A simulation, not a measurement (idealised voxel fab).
The document below concerns the process module designated voxel self aligned vias.
For reference, the cross-section in this document is cut, with width 280 nm and square cells of 5 nm.
Cross-section layout: square cells on a grid; listed as bands, top to bottom; a band spans one or more cell rows. The entry gives the band's vertical extent as a top height and a bottom height in nm, then its horizontal make-up as materials from left to right, each with a width in nm. "blank" stands for empty space; a single material marked "everywhere" fills the band edge to edge. The level at which height equals 0 is the one under which the wafer, as it arrives, is entirely one material. No lower edge exists for the bottom band, which continues downward and is notated as in "0 and below". Width spec "30..40" -> top row of cells at first value, bottom row at second value, equal per-row change in between. When a step is marked "same as before", none of the cells in the cross-section changed during that step. "Closed void inventory" specifies each empty space that is not open to the top and that occupies no fewer than 8 cells, using the form width x height at distance, the distance measured from the left edge and all three quantities in nm. That trailing text on a step's line, after the settings, is the simulator's own remark on the step. overlay nm: how far to the right of its planned place the mask lay on this masked step (negative: to the left).

### Planned process steps
1: RECEIVE,material Si
2: CONFORMAL_DEP,material SiO2,thk nm 10
3: CONFORMAL_DEP,material SiCN,thk nm 5
4: DIRECTIONAL_DEP,material lowk,thk nm 25
5: MASKED_ETCH,tone open,mask id LINES,width nm 20,pitch nm 45,etch materials lowk,depth nm 25,overlay nm 0
6: CONFORMAL_DEP,material TiN,thk nm 5
7: FILL_DEP,material W,thk nm 10
8: CMP,height nm 40
9: SELECTIVE_ETCH,etch materials W Ru TiN,depth nm 5
10: FILL_DEP,material SiN,thk nm 5
11: CMP,height nm 40
12: DIRECTIONAL_DEP,material lowk,thk nm 15
13: PATTERN,tone open,mask id VIAS,material resist,width nm 30,thk nm 20,overlay nm 0
14: DIRECTIONAL_ETCH,etch materials lowk,depth nm 15
15: DIRECTIONAL_ETCH,etch materials SiN,depth nm 5
16: STRIP,etch materials resist
17: CONFORMAL_DEP,material TiN,thk nm 5
18: FILL_DEP,material Ru,thk nm 10
19: CMP,height nm 55
20: CONFORMAL_DEP,material SiCN,thk nm 5

### Cross-section of the wafer as it came to us, i.e., already through step 1
    0 and below | Si everywhere
    Closed void inventory: none

### first wafer at the end, as planned
    60 down to 55 | SiCN everywhere
    55 down to 45 | 100 lowk | 5 TiN | 20 Ru | 5 TiN | 150 lowk
    45 down to 40 | 100 lowk | 10 TiN | 10 Ru | 10 TiN | 150 lowk
    40 down to 35 | 105 lowk | 20 TiN | 25 lowk | 20 SiN | 110 lowk
    35 down to 20 | 105 lowk | 5 TiN | 10 W | 5 TiN | 25 lowk | 5 TiN | 10 W | 5 TiN | 110 lowk
    20 down to 15 | 105 lowk | 20 TiN | 25 lowk | 20 TiN | 110 lowk
    15 down to 10 | SiCN everywhere
    10 down to 0 | SiO2 everywhere
    0 and below | Si everywhere
    Closed void inventory: none

### Here's the second of our two wafers sectioned at module end. Same start as the first, same plan, but one mistake got made running it
    60 down to 55 | SiCN everywhere
    55 down to 45 | 100 lowk | 5 TiN | 20 Ru | 5 TiN | 150 lowk
    45 down to 40 | 100 lowk | 10 TiN | 15 Ru | 5 TiN | 150 lowk
    40 down to 35 | 105 lowk | 25 TiN | 20 lowk | 25 SiN | 105 lowk
    35 down to 20 | 105 lowk | 5 TiN | 15 W | 5 TiN | 20 lowk | 5 TiN | 15 W | 5 TiN | 105 lowk
    20 down to 15 | 105 lowk | 25 TiN | 20 lowk | 25 TiN | 105 lowk
    15 down to 10 | SiCN everywhere
    10 down to 0 | SiO2 everywhere
    0 and below | Si everywhere
    Closed void inventory: none
Against the plan, the run slipped here: off-plan run, step 5, actual operation and settings MASKED_ETCH,tone open,mask id LINES,width nm 25,pitch nm 45,etch materials lowk,depth nm 25,overlay nm 0
Wrapping up, a cell-based count of both wafers puts the second over or under the first for these materials: 1 more of Ru | 1 more of SiN | 2 more of TiN | 6 more of W | 10 fewer of lowk
